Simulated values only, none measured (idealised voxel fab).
process module | voxel transistor to metal
cross-section cut | 175 nm wide | cells 5 nm
A cross-section is a grid of square cells, given in bands from the top down. A band is one or more rows of cells.
Each band's line starts with the height of the band's top and of its bottom, in nm. Then come its materials from left to right, each with its width in nm. One material with "throughout" fills the band from edge to edge. "air" is empty space.
Height 0 is the level under which the wafer as received is all one material. The lowest band goes on downwards, as in "0 down".
A width such as "30 to 40" changes by the same amount from each row of cells to the next, from the band's top row to its bottom row.
"no change" after a step means that no cell of the cross-section changed.
closed voids: empty space of 8 cells or more with no open way to the top, each as width x height at its distance from the left edge, in nm
after a step's settings: what the simulator itself notes on the step
overlay nm, on a step with a mask: how far to the right of its planned place the mask lay; to the left if negative
plan
1 op RECEIVE | material Si
2 op OXIDIZE | depth nm 5
3 op CONFORMAL_DEP | material SiN | thk nm 15
4 op PATTERN | tone cover | mask id ACTIVE | material resist | width nm 135 | thk nm 20 | overlay nm 0
5 op DIRECTIONAL_ETCH | etch materials SiN | depth nm 15
6 op DIRECTIONAL_ETCH | etch materials SiO2 | depth nm 5
7 op DIRECTIONAL_ETCH | etch materials Si | depth nm 25
8 op STRIP | etch materials resist
9 op FILL_DEP | material SiO2 | thk nm 15
10 op CMP | height nm 15
11 op SELECTIVE_ETCH | etch materials SiO2 | depth nm 10
12 op STRIP | etch materials SiN
13 op SELECTIVE_ETCH | etch materials SiO2 | depth nm 5
14 op OXIDIZE | depth nm 5
15 op DIRECTIONAL_DEP | material polySi | thk nm 30
16 op DIRECTIONAL_DEP | material SiCN | thk nm 15
17 op PATTERN | tone cover | mask id GATE | material resist | width nm 35 | thk nm 20 | overlay nm 0
18 op DIRECTIONAL_ETCH | etch materials SiCN | depth nm 25
19 op DIRECTIONAL_ETCH | etch materials polySi | depth nm 40
20 op STRIP | etch materials resist
21 op CONFORMAL_DEP | material SiO2 | thk nm 5
22 op DIRECTIONAL_ETCH | etch materials SiO2 | depth nm 5
23 op CONFORMAL_DEP | material SiN | thk nm 10
24 op DIRECTIONAL_ETCH | etch materials SiN | depth nm 10
25 op DIRECTIONAL_ETCH | etch materials SiO2 | depth nm 5
26 op DIRECTIONAL_ETCH | etch materials Si | depth nm 15
27 op EPI | material nSi | thk nm 15
28 op FILL_DEP | material SiO2 | thk nm 5
29 op CMP | height nm 25
30 op STRIP | etch materials polySi
31 op SELECTIVE_ETCH | etch materials SiO2 | depth nm 5
32 op CONFORMAL_DEP | material HfO2 | thk nm 5
33 op CONFORMAL_DEP | material TiN | thk nm 5
34 op FILL_DEP | material W | thk nm 5
35 op CMP | height nm 20
36 op DIRECTIONAL_DEP | material SiO2 | thk nm 10
37 op MASKED_ETCH | tone open | mask id CONTACT | width nm 20 | pitch nm 95 | etch materials SiO2 | depth nm 25 | overlay nm 0
38 op CONFORMAL_DEP | material TiN | thk nm 5
39 op FILL_DEP | material W | thk nm 10
40 op CMP | height nm 30
41 op DIRECTIONAL_DEP | material TiN | thk nm 5
42 op DIRECTIONAL_DEP | material W | thk nm 15
43 op DIRECTIONAL_DEP | material aC | thk nm 10
44 op PATTERN | tone cover | mask id METAL_1 | material resist | width nm 20 | pitch nm 95 | thk nm 30 | overlay nm 0
45 op DIRECTIONAL_ETCH | etch materials aC | depth nm 10
46 op STRIP | etch materials resist
47 op DIRECTIONAL_ETCH | etch materials W | depth nm 15
48 op DIRECTIONAL_ETCH | etch materials TiN | depth nm 5
49 op STRIP | etch materials aC
50 op CONFORMAL_DEP | material SiCN | thk nm 5
51 op FILL_DEP | material lowk | thk nm 10
52 op CMP | height nm 50
53 op CONFORMAL_DEP | material SiCN | thk nm 5
as received, after step 1
  0 down: Si throughout
  closed voids: none
first wafer at the end, as planned
  55 to 50: SiCN throughout
  50 to 35: lowk 25 | SiCN 5 | W 20 | SiCN 5 | lowk 65 | SiCN 5 | W 20 | SiCN 5 | lowk 25
  35 to 30: SiCN 30 | TiN 20 | SiCN 75 | TiN 20 | SiCN 30
  30 to 20: SiO2 30 | TiN 5 | W 10 | TiN 5 | SiO2 75 | TiN 5 | W 10 | TiN 5 | SiO2 30
  20 to 10: SiO2 30 | TiN 5 | W 10 | TiN 5 | SiO2 5 | SiN 10 | HfO2 5 | TiN 5 | W 25 | TiN 5 | HfO2 5 | SiN 10 | SiO2 5 | TiN 5 | W 10 | TiN 5 | SiO2 30
  10 to 5: SiO2 30 | TiN 20 | SiO2 5 | SiN 10 | HfO2 5 | TiN 5 | W 25 | TiN 5 | HfO2 5 | SiN 10 | SiO2 5 | TiN 20 | SiO2 30
  5 to 0: SiO2 25 | nSi 30 | SiN 10 | HfO2 5 | TiN 5 | W 25 | TiN 5 | HfO2 5 | SiN 10 | nSi 30 | SiO2 25
  0 to -5: SiO2 20 | SiN 10 | nSi 25 | SiN 10 | HfO2 5 | TiN 35 | HfO2 5 | SiN 10 | nSi 25 | SiN 10 | SiO2 20
  -5 to -10: SiO2 30 | nSi 25 | SiO2 10 | HfO2 45 | SiO2 10 | nSi 25 | SiO2 30
  -10 to -25: SiO2 20 | Si 10 | nSi 25 | Si 65 | nSi 25 | Si 10 | SiO2 20
  -25 to -30: SiO2 20 | Si 135 | SiO2 20
  -30 down: Si throughout
  closed voids: none
second wafer at the end: like start, like plan, one mistake
  55 to 50: SiCN throughout
  50 to 45: lowk throughout
  45 to 40: lowk 25 | SiCN 30 | lowk 65 | SiCN 30 | lowk 25
  40 to 35: lowk 25 | SiCN 5 | W 20 | SiCN 5 | lowk 65 | SiCN 5 | W 20 | SiCN 5 | lowk 25
  35 to 30: SiCN 30 | TiN 20 | SiCN 75 | TiN 20 | SiCN 30
  30 to 20: SiO2 30 | TiN 5 | W 10 | TiN 5 | SiO2 75 | TiN 5 | W 10 | TiN 5 | SiO2 30
  20 to 10: SiO2 30 | TiN 5 | W 10 | TiN 5 | SiO2 5 | SiN 10 | HfO2 5 | TiN 5 | W 25 | TiN 5 | HfO2 5 | SiN 10 | SiO2 5 | TiN 5 | W 10 | TiN 5 | SiO2 30
  10 to 5: SiO2 30 | TiN 20 | SiO2 5 | SiN 10 | HfO2 5 | TiN 5 | W 25 | TiN 5 | HfO2 5 | SiN 10 | SiO2 5 | TiN 20 | SiO2 30
  5 to 0: SiO2 25 | nSi 30 | SiN 10 | HfO2 5 | TiN 5 | W 25 | TiN 5 | HfO2 5 | SiN 10 | nSi 30 | SiO2 25
  0 to -5: SiO2 20 | SiN 10 | nSi 25 | SiN 10 | HfO2 5 | TiN 35 | HfO2 5 | SiN 10 | nSi 25 | SiN 10 | SiO2 20
  -5 to -10: SiO2 30 | nSi 25 | SiO2 10 | HfO2 45 | SiO2 10 | nSi 25 | SiO2 30
  -10 to -25: SiO2 20 | Si 10 | nSi 25 | Si 65 | nSi 25 | Si 10 | SiO2 20
  -25 to -30: SiO2 20 | Si 135 | SiO2 20
  -30 down: Si throughout
  closed voids: none
what went wrong: step 42 ran as: op DIRECTIONAL_DEP | material W | thk nm 5
at the end the second wafer has, in cells: 4 more of SiCN | 16 fewer of W | 12 more of lowk
